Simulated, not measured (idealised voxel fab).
The name of this process module is voxel released beams.
For reference, the cross-section in this document is cut, with width 235 nm and square cells of 5 nm.
In this document a cross-section is written as a grid of square cells. It is given as a series of bands, listed from the top down, and a band is one or more rows of cells. This entry defines a band. It first specifies the height of the band's top and the height of its bottom in nm, and then specifies the band's materials from left to right, stating each material with its width in nm. The word "all across" identifies a single material that fills the band from edge to edge, while the word "air" identifies empty space. For the purposes of this specification, 0 denotes the height below which the wafer in its as-received condition is composed wholly of one material, and the lowermost band, lacking a lower limit, extends downward without end, as expressed in "0 -> down". Quick explanation for "30..40": the width changes in equal steps down the rows of cells, from the first number in the band's top row to the second number in its bottom row. What does "no change occurred" mean for a step? It means no cell of the cross-section changed in that step. Each empty space that has no open way to the top and spans at least 8 cells appears under "Sealed internal voids" as width x height at distance, the distance counted from the left edge, all in nm. The remark found on a step's line after its settings is issued by the simulator itself and pertains to that step. overlay nm: for a step with a mask, the amount by which the mask lay right of where it was planned; a negative amount means left of it.

Planned step list for the process:
1 RECEIVE [material Si]
2 CONFORMAL_DEP [material Al2O3] [thk nm 5]
3 DIRECTIONAL_DEP [material SiO2] [thk nm 20]
4 MASKED_ETCH [tone open] [mask id ANCHOR] [width nm 30] [etch materials SiO2] [depth nm 20] [overlay nm 0]
5 CONFORMAL_DEP [material W] [thk nm 10]
6 MASKED_ETCH [tone cover] [mask id BEAM] [width nm 100] [etch materials W] [depth nm 10] [overlay nm 0]
7 STRIP [etch materials SiO2]

First wafer of two (run as planned):

Received-state cross-section, reflecting completion of step 1:
    0 -> down = Si all across
    Sealed internal voids: none

State of the wafer after step 2, shown in cross-section:
    5 -> 0 = Al2O3 all across
    Everything below 0 is unchanged.

State of the wafer after step 3, shown in cross-section:
    25 -> 5 = SiO2 all across
    Everything below 5 is unchanged.

State of the wafer after step 4, shown in cross-section:
    25 -> 5 = SiO2=70 | air=30 | SiO2=135
    Everything below 5 is unchanged.

State of the wafer after step 5, shown in cross-section:
    35 -> 25 = W=80 | air=10 | W=145
    25 -> 15 = SiO2=70 | W=10 | air=10 | W=10 | SiO2=135
    15 -> 5 = SiO2=70 | W=30 | SiO2=135
    Everything below 5 is unchanged.

State of the wafer after step 6, shown in cross-section:
    35 -> 25 = air=65 | W=15 | air=10 | W=75 | air=70
    Everything below 25 is unchanged.

State of the wafer after step 7, shown in cross-section:
    35 -> 25 = air=65 | W=15 | air=10 | W=75 | air=70
    25 -> 15 = air=70 | W=10 | air=10 | W=10 | air=135
    15 -> 5 = air=70 | W=30 | air=135
    Everything below 5 is unchanged.

The second wafer began exactly as the first did and followed the same plan, but one mistake was made while running it; through step 5 inclusive, the two wafers are identical:

Cross-section, second wafer, at the end time the plan gives for step 6:
    35 -> 25 = air=70 | W=10 | air=10 | W=70 | air=75
    Everything below 25 is unchanged.

Cross-section, second wafer, at the end time the plan gives for step 7:
    35 -> 25 = air=70 | W=10 | air=10 | W=70 | air=75
    25 -> 15 = air=70 | W=10 | air=10 | W=10 | air=135
    15 -> 5 = air=70 | W=30 | air=135
    Everything below 5 is unchanged.
Error vs. plan: not per plan at step 6, really ran MASKED_ETCH [tone cover] [mask id BEAM] [width nm 90] [etch materials W] [depth nm 10] [overlay nm 0]
at the end the second wafer has, in cells: W -4
